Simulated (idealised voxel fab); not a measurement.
process module | voxel gate over fins
cross-section cut | 175 nm wide | cells 5 nm
A cross-section is a grid of square cells, given in bands from the top down. A band is one or more rows of cells.
Each band's line starts with the height of the band's top and of its bottom, in nm. Then come its materials from left to right, each with its width in nm. One material with "throughout" fills the band from edge to edge. "air" is empty space.
Height 0 is the level under which the wafer as received is all one material. The lowest band goes on downwards, as in "0 down".
A width such as "30 to 40" changes by the same amount from each row of cells to the next, from the band's top row to its bottom row.
"no change" after a step means that no cell of the cross-section changed.
closed voids: empty space of 8 cells or more with no open way to the top, each as width x height at its distance from the left edge, in nm
after a step's settings: what the simulator itself notes on the step
overlay nm, on a step with a mask: how far to the right of its planned place the mask lay; to the left if negative
plan
1 op RECEIVE | material Si
2 op CONFORMAL_DEP | material SiN | thk nm 10
3 op PATTERN | tone cover | mask id FINS | material resist | width nm 15 | pitch nm 35 | thk nm 20 | overlay nm 0
4 op DIRECTIONAL_ETCH | etch materials SiN | depth nm 10
5 op DIRECTIONAL_ETCH | etch materials Si | depth nm 30
6 op STRIP | etch materials resist
7 op OXIDIZE | depth nm 5
8 op FILL_DEP | material SiO2 | thk nm 15
9 op CMP | height nm 10
10 op SELECTIVE_ETCH | etch materials SiO2 | depth nm 25
11 op STRIP | etch materials SiN
12 op CONFORMAL_DEP | material HfO2 | thk nm 5
13 op CONFORMAL_DEP | material TiN | thk nm 5
14 op CONFORMAL_DEP | material TiAl | thk nm 5
15 op CONFORMAL_DEP | material TiN | thk nm 5
16 op FILL_DEP | material W | thk nm 15
17 op CMP | height nm 30
18 op CONFORMAL_DEP | material SiCN | thk nm 10
as received, after step 1
  0 down: Si throughout
  closed voids: none
first wafer at the end, as planned
  40 to 30: SiCN throughout
  30 to 20: W throughout
  20 to 15: W 30 | TiN 115 | W 30
  15 to 10: W 30 | TiN 5 | TiAl 105 | TiN 5 | W 30
  10 to 5: W 30 | TiN 5 | TiAl 5 | TiN 25 | TiAl 10 | TiN 25 | TiAl 10 | TiN 25 | TiAl 5 | TiN 5 | W 30
  5 to 0: TiN 35 | TiAl 5 | TiN 5 | HfO2 15 | TiN 5 | TiAl 10 | TiN 5 | HfO2 15 | TiN 5 | TiAl 10 | TiN 5 | HfO2 15 | TiN 5 | TiAl 5 | TiN 35
  0 to -5: TiAl 40 | TiN 5 | HfO2 5 | Si 5 | HfO2 5 | TiN 5 | TiAl 10 | TiN 5 | HfO2 5 | Si 5 | HfO2 5 | TiN 5 | TiAl 10 | TiN 5 | HfO2 5 | Si 5 | HfO2 5 | TiN 5 | TiAl 40
  -5 to -10: TiN 45 | HfO2 5 | Si 5 | HfO2 5 | TiN 20 | HfO2 5 | Si 5 | HfO2 5 | TiN 20 | HfO2 5 | Si 5 | HfO2 5 | TiN 45
  -10 to -15: HfO2 50 | Si 5 | HfO2 30 | Si 5 | HfO2 30 | Si 5 | HfO2 50
  -15 to -35: SiO2 50 | Si 5 | SiO2 30 | Si 5 | SiO2 30 | Si 5 | SiO2 50
  -35 down: Si throughout
  closed voids: none
second wafer at the end: like start, like plan, one mistake
  40 to 30: SiCN throughout
  30 to 20: W throughout
  20 to 15: W 30 | TiN 115 | W 30
  15 to 10: W 30 | TiN 5 | TiAl 105 | TiN 5 | W 30
  10 to 5: W 30 | TiN 5 | TiAl 5 | TiN 25 | TiAl 10 | TiN 25 | TiAl 10 | TiN 25 | TiAl 5 | TiN 5 | W 30
  5 to 0: TiN 35 | TiAl 5 | TiN 5 | HfO2 15 | TiN 5 | TiAl 10 | TiN 5 | HfO2 15 | TiN 5 | TiAl 10 | TiN 5 | HfO2 15 | TiN 5 | TiAl 5 | TiN 35
  0 to -5: TiAl 40 | TiN 5 | HfO2 5 | Si 5 | HfO2 5 | TiN 5 | TiAl 10 | TiN 5 | HfO2 5 | Si 5 | HfO2 5 | TiN 5 | TiAl 10 | TiN 5 | HfO2 5 | Si 5 | HfO2 5 | TiN 5 | TiAl 40
  -5 to -10: TiN 45 | HfO2 5 | Si 5 | HfO2 5 | TiN 20 | HfO2 5 | Si 5 | HfO2 5 | TiN 20 | HfO2 5 | Si 5 | HfO2 5 | TiN 45
  -10 to -15: HfO2 50 | Si 5 | HfO2 30 | Si 5 | HfO2 30 | Si 5 | HfO2 50
  -15 to -65: SiO2 50 | Si 5 | SiO2 30 | Si 5 | SiO2 30 | Si 5 | SiO2 50
  -65 down: Si throughout
  closed voids: none
what went wrong: step 5 was run twice
at the end the second wafer has, in cells: 192 fewer of Si | 192 more of SiO2
